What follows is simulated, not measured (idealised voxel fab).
voxel capacitor over wiring: a process module
Shown is cross-section cut, with a width of 250 nm and square cells of size 5 nm.
Think of the cross-section as a grid of square cells. We describe it in bands, top to bottom, and each band covers one or more rows of those cells.
Quick guide to a band line: top height, bottom height (nm) up front; then every material left to right with its width in nm. Only one material and it's marked "throughout"? Then it fills the band edge to edge. And "empty" just means empty space.
Ref level 0: as-received wafer is one material below here. Bottom band extends down with no lower bound ("0..down").
The two numbers in a width such as "30..40" mark its ends across the band: the first belongs to the top row of cells, the second to the bottom row, and from each row to the next the width moves by the same amount.
"everything unchanged", as given for a step, is the statement that not any cell of the cross-section underwent a change during that step.
The entry "Unvented internal voids" lists the empty spaces that cover at least 8 cells and have no open path to the top. Each is written as width x height at distance, where the distance is measured from the left edge and all three values are in nm.
Note: text after step settings on the step line = simulator remark on that step.
You can add "overlay nm" to a step's line. For a step with a mask, it describes how far the mask lay to the right of its planned position, and a negative number describes a lay to the left.
The following list gives the planned process steps
1,RECEIVE (material Si)
2,CONFORMAL_DEP (material SiO2; thk nm 10)
3,DIRECTIONAL_DEP (material TiN; thk nm 5)
4,DIRECTIONAL_DEP (material Ru; thk nm 25)
5,PATTERN (tone cover; mask id METAL_1; material resist; width nm 30; pitch nm 80; thk nm 20; overlay nm 0)
6,DIRECTIONAL_ETCH (etch materials Ru; depth nm 25)
7,DIRECTIONAL_ETCH (etch materials TiN; depth nm 5)
8,STRIP (etch materials resist)
9,CONFORMAL_DEP (material SiN; thk nm 5)
10,FILL_DEP (material SiO2; thk nm 10)
11,CMP (height nm 40)
12,CONFORMAL_DEP (material SiCN; thk nm 5)
13,DIRECTIONAL_DEP (material SiO2; thk nm 15)
14,PATTERN (tone open; mask id PLUG_1; material resist; width nm 15; thk nm 20; overlay nm 0)
15,DIRECTIONAL_ETCH (etch materials SiO2; depth nm 15)
16,DIRECTIONAL_ETCH (etch materials SiCN; depth nm 5)
17,STRIP (etch materials resist)
18,CONFORMAL_DEP (material TiN; thk nm 5)
19,FILL_DEP (material Cu; thk nm 5)
20,CMP (height nm 60)
21,DIRECTIONAL_DEP (material TiN; thk nm 5)
22,DIRECTIONAL_DEP (material SiN; thk nm 5)
23,DIRECTIONAL_DEP (material TiN; thk nm 5)
24,PATTERN (tone cover; mask id UPPER_PLATE; material resist; width nm 55; thk nm 20; overlay nm 0)
25,DIRECTIONAL_ETCH (etch materials TiN; depth nm 10)
26,DIRECTIONAL_ETCH (etch materials SiN; depth nm 5)
27,STRIP (etch materials resist)
28,PATTERN (tone cover; mask id LOWER_PLATE; material resist; width nm 65; thk nm 15; overlay nm 0)
29,DIRECTIONAL_ETCH (etch materials TiN; depth nm 5)
30,STRIP (etch materials resist)
31,FILL_DEP (material SiO2; thk nm 20)
32,CMP (height nm 95)
33,DIRECTIONAL_DEP (material aC; thk nm 15)
34,PATTERN (tone open; mask id PLUG_2; material resist; width nm 15; thk nm 35; overlay nm 0)
35,DIRECTIONAL_ETCH (etch materials aC; depth nm 15)
36,STRIP (etch materials resist)
37,DIRECTIONAL_ETCH (etch materials SiO2; depth nm 15)
38,STRIP (etch materials aC)
39,CONFORMAL_DEP (material TiN; thk nm 5)
40,FILL_DEP (material W; thk nm 10)
41,CMP (height nm 95)
42,CONFORMAL_DEP (material SiN; thk nm 5)
The value of thk nm given for step 23 in the plan refers to the first wafer; the wafers vary in this setting and are alike at the start.
Here's the first of the wafers in cross-section, just as we got it, i.e. after step 1
  0..down  Si throughout
  Unvented internal voids: none
At the end of the module, after its last step, step 42, the first of several wafers appears in cross-section as follows
  100..95  SiN throughout
  95..85  SiO2 95, TiN 5, W 5, TiN 5, SiO2 140
  85..80  SiO2 95, TiN 15, SiO2 140
  80..75  SiO2 throughout
  75..70  SiO2 85, TiN 55, SiO2 110
  70..65  SiO2 85, SiN 55, SiO2 110
  65..60  SiO2 80, TiN 65, SiO2 105
  60..45  SiO2 85, TiN 5, Cu 5, TiN 5, SiO2 150
  45..40  SiCN 85, TiN 15, SiCN 150
  40..15  SiO2 65, SiN 5, Ru 30, SiN 5, SiO2 40, SiN 5, Ru 30, SiN 5, SiO2 65
  15..10  SiN 70, TiN 30, SiN 50, TiN 30, SiN 70
  10..0  SiO2 throughout
  0..down  Si throughout
  Unvented internal voids: none
A cross-section through the last wafer at the close of the module
  100..95  SiN throughout
  95..85  SiO2 85, TiN 55, SiO2 110
  85..80  SiO2 80, TiN 65, SiO2 105
  80..70  TiN throughout
  70..65  SiN throughout
  65..60  TiN throughout
  60..45  SiO2 85, TiN 5, Cu 5, TiN 5, SiO2 150
  45..40  SiCN 85, TiN 15, SiCN 150
  40..15  SiO2 65, SiN 5, Ru 30, SiN 5, SiO2 40, SiN 5, Ru 30, SiN 5, SiO2 65
  15..10  SiN 70, TiN 30, SiN 50, TiN 30, SiN 70
  10..0  SiO2 throughout
  0..down  Si throughout
  Unvented internal voids: none
Quick key for the table: a row per wafer, taken at the end of the module. For each material it tells you how many cells the wafer gained (+) or lost (-) since it came in, and the closed voids come after
thk nm 5 | +3 Cu | +60 Ru | +47 SiCN | +119 SiN | +717 SiO2 | +52 TiN | +2 W | Unvented internal voids: none
thk nm 10 | +3 Cu | +60 Ru | +47 SiCN | +119 SiN | +706 SiO2 | +63 TiN | +2 W | Unvented internal voids: none
thk nm 15 | +3 Cu | +60 Ru | +47 SiCN | +158 SiN | +620 SiO2 | +111 TiN | +1 W | Unvented internal voids: none
thk nm 20 | +3 Cu | +60 Ru | +47 SiCN | +158 SiN | +573 SiO2 | +159 TiN | Unvented internal voids: none
thk nm 25 | +3 Cu | +60 Ru | +47 SiCN | +158 SiN | +526 SiO2 | +206 TiN | Unvented internal voids: none
